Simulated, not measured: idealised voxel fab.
The document below concerns the process module designated voxel released beams.
It is cross-section cut that appears here, measuring 230 nm in width, its square cells being 5 nm in size.
If you're reading a cross-section in this doc, picture square cells in a grid; it comes to you as bands, top ones listed first down to the bottom, and a band can be one or more rows of cells. Band: top and bottom heights (nm) first, top before bottom; then materials from left to right, widths in nm. "edge to edge" marks a sole material filling the band edge to edge. "air" denotes empty space. Heights are reckoned from 0. Under this level, the received wafer is all of one material. The bottommost band is open-ended downward, for example "0 down". Think of "30->40" as a width that walks from the first number to the second as you go down the band, top row to bottom row, taking equal-sized steps from row to row. "nothing got changed" -> step changed no cross-section cell. Basically, "Closed voids list" tells you about the enclosed voids: empty spaces with no open way to the top, 8 cells or bigger, each written width x height at distance, where distance is from the left edge, all in nm. Note: text after step settings on the step line = simulator remark on that step. The setting "overlay nm" may be written on the line of a step. When the step uses a mask, the value reports how far to the right of the planned place the mask lay, and a negative value reports that it lay to the left.

Intended process steps:
1,op RECEIVE | material Si
2,op CONFORMAL_DEP | material SiN | thk nm 5
3,op DIRECTIONAL_DEP | material SiO2 | thk nm 20
4,op DIRECTIONAL_DEP | material aC | thk nm 10
5,op PATTERN | tone open | mask id ANCHOR | material resist | width nm 25 | thk nm 30 | overlay nm 0
6,op DIRECTIONAL_ETCH | etch materials aC | depth nm 10
7,op STRIP | etch materials resist
8,op DIRECTIONAL_ETCH | etch materials SiO2 | depth nm 20
9,op STRIP | etch materials aC
10,op CONFORMAL_DEP | material polySi | thk nm 10
11,op DIRECTIONAL_DEP | material aC | thk nm 15
12,op PATTERN | tone cover | mask id BEAM | material resist | width nm 110 | thk nm 30 | overlay nm 0
13,op DIRECTIONAL_ETCH | etch materials aC | depth nm 15
14,op STRIP | etch materials resist
15,op DIRECTIONAL_ETCH | etch materials polySi | depth nm 10
16,op STRIP | etch materials aC
17,op STRIP | etch materials SiO2

First of two wafers - as planned:

As-received state of the wafer in cross-section, equivalent to post-step 1:
  0 down  Si edge to edge
  Closed voids list: none

Wafer xsec, post step 2:
  5 to 0  SiN edge to edge
  Unchanged below 0.

Wafer xsec, post step 3:
  25 to 5  SiO2 edge to edge
  Unchanged below 5.

Wafer xsec, post step 4:
  35 to 25  aC edge to edge
  Unchanged below 25.

Wafer xsec, post step 5:
  65 to 35  resist (60); air (25); resist (145)
  Unchanged below 35.

Wafer xsec, post step 6:
  55 to 35  resist (60); air (25); resist (145)
  35 to 25  aC (60); air (25); aC (145)
  Unchanged below 25.

Wafer xsec, post step 7:
  35 to 25  aC (60); air (25); aC (145)
  Unchanged below 25.

Wafer xsec, post step 8:
  35 to 25  aC (60); air (25); aC (145)
  25 to 5  SiO2 (60); air (25); SiO2 (145)
  Unchanged below 5.

Wafer xsec, post step 9:
  25 to 5  SiO2 (60); air (25); SiO2 (145)
  Unchanged below 5.

Wafer xsec, post step 10:
  35 to 25  polySi (70); air (5); polySi (155)
  25 to 15  SiO2 (60); polySi (10); air (5); polySi (10); SiO2 (145)
  15 to 5  SiO2 (60); polySi (25); SiO2 (145)
  Unchanged below 5.

Wafer xsec, post step 11:
  50 to 35  aC (70); air (5); aC (155)
  35 to 30  polySi (70); air (5); polySi (155)
  30 to 25  polySi (70); aC (5); polySi (155)
  25 to 15  SiO2 (60); polySi (10); aC (5); polySi (10); SiO2 (145)
  Unchanged below 15.

Wafer xsec, post step 12:
  80 to 50  air (55); resist (110); air (65)
  50 to 35  aC (70); resist (5); aC (155)
  35 to 30  polySi (70); resist (5); polySi (155)
  Unchanged below 30.

Wafer xsec, post step 13:
  65 to 50  air (55); resist (110); air (65)
  50 to 35  air (55); aC (15); resist (5); aC (90); air (65)
  Unchanged below 35.

Wafer xsec, post step 14:
  50 to 35  air (55); aC (15); air (5); aC (90); air (65)
  35 to 30  polySi (70); air (5); polySi (155)
  Unchanged below 30.

Wafer xsec, post step 15:
  50 to 35  air (55); aC (15); air (5); aC (90); air (65)
  35 to 30  air (55); polySi (15); air (5); polySi (90); air (65)
  30 to 25  air (55); polySi (15); aC (5); polySi (90); air (65)
  Unchanged below 25.

Wafer xsec, post step 16:
  35 to 25  air (55); polySi (15); air (5); polySi (90); air (65)
  25 to 15  SiO2 (60); polySi (10); air (5); polySi (10); SiO2 (145)
  Unchanged below 15.

Wafer xsec, post step 17:
  35 to 25  air (55); polySi (15); air (5); polySi (90); air (65)
  25 to 15  air (60); polySi (10); air (5); polySi (10); air (145)
  15 to 5  air (60); polySi (25); air (145)
  Unchanged below 5.

The second wafer began exactly as the first did and followed the same plan, but one mistake was made while running it; through step 4 inclusive, the two wafers are identical:

The second wafer cut through, at the time step 5 was supposed to be finished:
  65 to 35  air (60); resist (25); air (145)
  Unchanged below 35.

The second wafer cut through, at the time step 6 was supposed to be finished:
  55 to 35  air (60); resist (25); air (145)
  35 to 25  air (60); aC (25); air (145)
  Unchanged below 25.

The second wafer cut through, at the time step 7 was supposed to be finished:
  35 to 25  air (60); aC (25); air (145)
  Unchanged below 25.

The second wafer cut through, at the time step 8 was supposed to be finished:
  35 to 25  air (60); aC (25); air (145)
  25 to 5  air (60); SiO2 (25); air (145)
  Unchanged below 5.

The second wafer cut through, at the time step 9 was supposed to be finished:
  25 to 5  air (60); SiO2 (25); air (145)
  Unchanged below 5.

The second wafer cut through, at the time step 10 was supposed to be finished:
  35 to 25  air (50); polySi (45); air (135)
  25 to 15  air (50); polySi (10); SiO2 (25); polySi (10); air (135)
  15 to 5  polySi (60); SiO2 (25); polySi (145)
  Unchanged below 5.

The second wafer cut through, at the time step 11 was supposed to be finished:
  50 to 35  air (50); aC (45); air (135)
  35 to 30  air (50); polySi (45); air (135)
  30 to 25  aC (50); polySi (45); aC (135)
  25 to 15  aC (50); polySi (10); SiO2 (25); polySi (10); aC (135)
  Unchanged below 15.

The second wafer cut through, at the time step 12 was supposed to be finished:
  80 to 50  air (55); resist (110); air (65)
  50 to 35  air (50); aC (45); resist (70); air (65)
  35 to 30  air (50); polySi (45); resist (70); air (65)
  Unchanged below 30.

The second wafer cut through, at the time step 13 was supposed to be finished:
  65 to 50  air (55); resist (110); air (65)
  50 to 35  air (55); aC (40); resist (70); air (65)
  35 to 30  air (50); polySi (45); resist (70); air (65)
  30 to 25  air (50); polySi (45); aC (70); air (65)
  25 to 15  air (50); polySi (10); SiO2 (25); polySi (10); aC (70); air (65)
  Unchanged below 15.

The second wafer cut through, at the time step 14 was supposed to be finished:
  50 to 35  air (55); aC (40); air (135)
  35 to 30  air (50); polySi (45); air (135)
  Unchanged below 30.

The second wafer cut through, at the time step 15 was supposed to be finished:
  50 to 35  air (55); aC (40); air (135)
  35 to 30  air (55); polySi (40); air (135)
  30 to 25  air (55); polySi (40); aC (70); air (65)
  25 to 15  air (50); polySi (10); SiO2 (25); polySi (10); aC (70); air (65)
  15 to 5  air (50); polySi (10); SiO2 (25); polySi (80); air (65)
  Unchanged below 5.

The second wafer cut through, at the time step 16 was supposed to be finished:
  35 to 25  air (55); polySi (40); air (135)
  25 to 15  air (50); polySi (10); SiO2 (25); polySi (10); air (135)
  Unchanged below 15.

The second wafer cut through, at the time step 17 was supposed to be finished: nothing got changed
Where did the run depart from the plan? planned and actual differ for step 5; actual: op PATTERN | tone cover | mask id ANCHOR | material resist | width nm 25 | thk nm 30 | overlay nm 0
Bottom line after processing is that, in cells, the second wafer is up or down on some materials versus the first: SiO2 +20
